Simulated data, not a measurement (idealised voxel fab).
process module | voxel wiring stack
FYI the section here is cut, 200 nm wide, cells are 5 nm squares.
Just so we're on the same page, the cross-sections are grids of square cells, and they're listed out in bands top to bottom, each band one or more rows deep. Band entry format. Leading values: height of top, height of bottom, nm. Remainder: materials in left-to-right order, each with its width in nm. Special words: "throughout" on a single material, which then fills the band edge to edge; "air", empty space. Height datum 0, below which the as-received substrate wafer is one material. Lowest band open at the bottom, running downward: "0 nm and below". Width "30 to 40": first value at the band's top row of cells, second value at its bottom row, equal change from row to row. Any step labelled "same as before" changed none of the cells in the cross-section. What "Sealed void inventory" gives you is every empty space of 8 cells or more that is cut off from the top. Each appears as width x height at distance, with the distance taken from the left edge and width, height and distance all in nm. If you see something after the settings on a step's line, that's the simulator's own remark about that step. Each step line may optionally specify "overlay nm", which for a step with a mask gives the rightward distance between the mask's planned place and where it lay, a negative value indicating the leftward direction.

Planned process steps:
1 RECEIVE, material Si
2 CONFORMAL_DEP, material SiO2, thk nm 10
3 DIRECTIONAL_DEP, material TiN, thk nm 5
4 DIRECTIONAL_DEP, material W, thk nm 25
5 DIRECTIONAL_DEP, material aC, thk nm 15
6 PATTERN, tone cover, mask id METAL_1, material resist, width nm 20, pitch nm 40, thk nm 35, overlay nm 0
7 DIRECTIONAL_ETCH, etch materials aC, depth nm 15
8 STRIP, etch materials resist
9 DIRECTIONAL_ETCH, etch materials W, depth nm 25
10 DIRECTIONAL_ETCH, etch materials TiN, depth nm 5
11 STRIP, etch materials aC
12 FILL_DEP, material lowk, thk nm 5
13 CMP, height nm 40
14 CONFORMAL_DEP, material SiCN, thk nm 5
15 DIRECTIONAL_DEP, material lowk, thk nm 10
16 DIRECTIONAL_DEP, material aC, thk nm 15
17 PATTERN, tone open, mask id PLUG_1, material resist, width nm 15, pitch nm 40, thk nm 35, overlay nm 0
18 DIRECTIONAL_ETCH, etch materials aC, depth nm 15
19 STRIP, etch materials resist
20 DIRECTIONAL_ETCH, etch materials lowk, depth nm 10
21 DIRECTIONAL_ETCH, etch materials SiCN, depth nm 5
22 STRIP, etch materials aC
23 EPI, material Ru, thk nm 10
24 EPI, material Ru, thk nm 5
25 CONFORMAL_DEP, material SiN, thk nm 5
26 DIRECTIONAL_DEP, material SiO2, thk nm 15
27 MASKED_ETCH, tone open, mask id METAL_2, width nm 15, pitch nm 40, etch materials SiO2, depth nm 15, overlay nm 0
28 MASKED_ETCH, tone open, mask id METAL_2, width nm 20, pitch nm 40, etch materials SiN, depth nm 5, overlay nm 0
29 CONFORMAL_DEP, material TiN, thk nm 5
30 FILL_DEP, material W, thk nm 5
31 CMP, height nm 75
32 EPI, material Ru, thk nm 5
33 FILL_DEP, material SiCN, thk nm 5
34 DIRECTIONAL_DEP, material SiO2, thk nm 15
35 DIRECTIONAL_DEP, material aC, thk nm 10
36 PATTERN, tone open, mask id PLUG_2, material resist, width nm 15, pitch nm 40, thk nm 25, overlay nm 0
37 DIRECTIONAL_ETCH, etch materials aC, depth nm 10
38 STRIP, etch materials resist
39 DIRECTIONAL_ETCH, etch materials SiO2, depth nm 15
40 DIRECTIONAL_ETCH, etch materials SiCN, depth nm 5
41 STRIP, etch materials aC
42 EPI, material Ru, thk nm 10
43 EPI, material Ru, thk nm 10
44 DIRECTIONAL_DEP, material TiN, thk nm 5
45 DIRECTIONAL_DEP, material W, thk nm 15
46 MASKED_ETCH, tone cover, mask id METAL_3, width nm 20, pitch nm 40, etch materials W, depth nm 15, overlay nm 0
47 MASKED_ETCH, tone cover, mask id METAL_3, width nm 20, pitch nm 40, etch materials TiN, depth nm 5, overlay nm 0
48 FILL_DEP, material SiO2, thk nm 10
49 CMP, height nm 120
50 CONFORMAL_DEP, material SiN, thk nm 5
The plan's step 27 width nm is the first wafer's value; the wafers differ in this setting and start identical.

first wafer as received, after step 1:
  0 nm and below = Si throughout
  Sealed void inventory: none

End-of-module cross-section, first of several wafers, after last step 50:
  125 nm to 120 nm = SiN throughout
  120 nm to 105 nm = SiO2=50; W=20; SiO2=20; W=20; SiO2=20; W=20; SiO2=50
  105 nm to 100 nm = SiO2=50; TiN=20; SiO2=20; TiN=20; SiO2=20; TiN=20; SiO2=50
  100 nm to 85 nm = SiO2=50; Ru=15; SiO2=25; Ru=15; SiO2=25; Ru=15; SiO2=55
  85 nm to 75 nm = SiCN=50; Ru=15 to 25; SiCN=25 to 15; Ru=15 to 25; SiCN=25 to 15; Ru=15 to 25; SiCN=55 to 45
  75 nm to 60 nm = SiO2=55; TiN=5; W=5; TiN=5; SiO2=25; TiN=5; W=5; TiN=5; SiO2=25; TiN=5; W=5; TiN=5; SiO2=50
  60 nm to 55 nm = SiN=55; TiN=15; SiN=25; TiN=15; SiN=25; TiN=15; SiN=50
  55 nm to 45 nm = lowk=50; Ru=15; lowk=25; Ru=15; lowk=25; Ru=15; lowk=55
  45 nm to 40 nm = SiCN=50; Ru=15; SiCN=25; Ru=15; SiCN=25; Ru=15; SiCN=55
  40 nm to 15 nm = lowk=50; W=20; lowk=20; W=20; lowk=20; W=20; lowk=50
  15 nm to 10 nm = lowk=50; TiN=20; lowk=20; TiN=20; lowk=20; TiN=20; lowk=50
  10 nm to 0 nm = SiO2 throughout
  0 nm and below = Si throughout
  Sealed void inventory: none

Last wafer of the set, cross-sectioned at end of module:
  125 nm to 120 nm = SiN throughout
  120 nm to 105 nm = SiO2=50; W=20; SiO2=20; W=20; SiO2=20; W=20; SiO2=50
  105 nm to 100 nm = SiO2=50; TiN=20; SiO2=20; TiN=20; SiO2=20; TiN=20; SiO2=50
  100 nm to 85 nm = SiO2=50; Ru=15; SiO2=25; Ru=15; SiO2=25; Ru=15; SiO2=55
  85 nm to 75 nm = SiCN=50 to 45; Ru=15 to 35; SiCN=25 to 5; Ru=15 to 35; SiCN=25 to 5; Ru=15 to 35; SiCN=55 to 40
  75 nm to 65 nm = SiO2=50; TiN=5; W=15; TiN=5; SiO2=15; TiN=5; W=15; TiN=5; SiO2=15; TiN=5; W=15; TiN=5; SiO2=45
  65 nm to 60 nm = SiO2=50; TiN=5; W=10; TiN=10; SiO2=15; TiN=5; W=10; TiN=10; SiO2=15; TiN=5; W=10; TiN=10; SiO2=45
  60 nm to 55 nm = SiN=50; TiN=20; SiN=20; TiN=20; SiN=20; TiN=20; SiN=50
  55 nm to 45 nm = lowk=50; Ru=15; lowk=25; Ru=15; lowk=25; Ru=15; lowk=55
  45 nm to 40 nm = SiCN=50; Ru=15; SiCN=25; Ru=15; SiCN=25; Ru=15; SiCN=55
  40 nm to 15 nm = lowk=50; W=20; lowk=20; W=20; lowk=20; W=20; lowk=50
  15 nm to 10 nm = lowk=50; TiN=20; lowk=20; TiN=20; lowk=20; TiN=20; lowk=50
  10 nm to 0 nm = SiO2 throughout
  0 nm and below = Si throughout
  Sealed void inventory: none

Take any row and you have a wafer at the end of the module: how many cells of each material it has gained (+) or lost (-) since it was received, and then its closed voids:
width nm 15; +78 Ru; +87 SiCN; +71 SiN; +378 SiO2; +51 TiN; +105 W; +230 lowk; Sealed void inventory: none
width nm 20; +81 Ru; +84 SiCN; +68 SiN; +369 SiO2; +54 TiN; +114 W; +230 lowk; Sealed void inventory: none
width nm 25; +84 Ru; +81 SiCN; +68 SiN; +360 SiO2; +57 TiN; +120 W; +230 lowk; Sealed void inventory: none
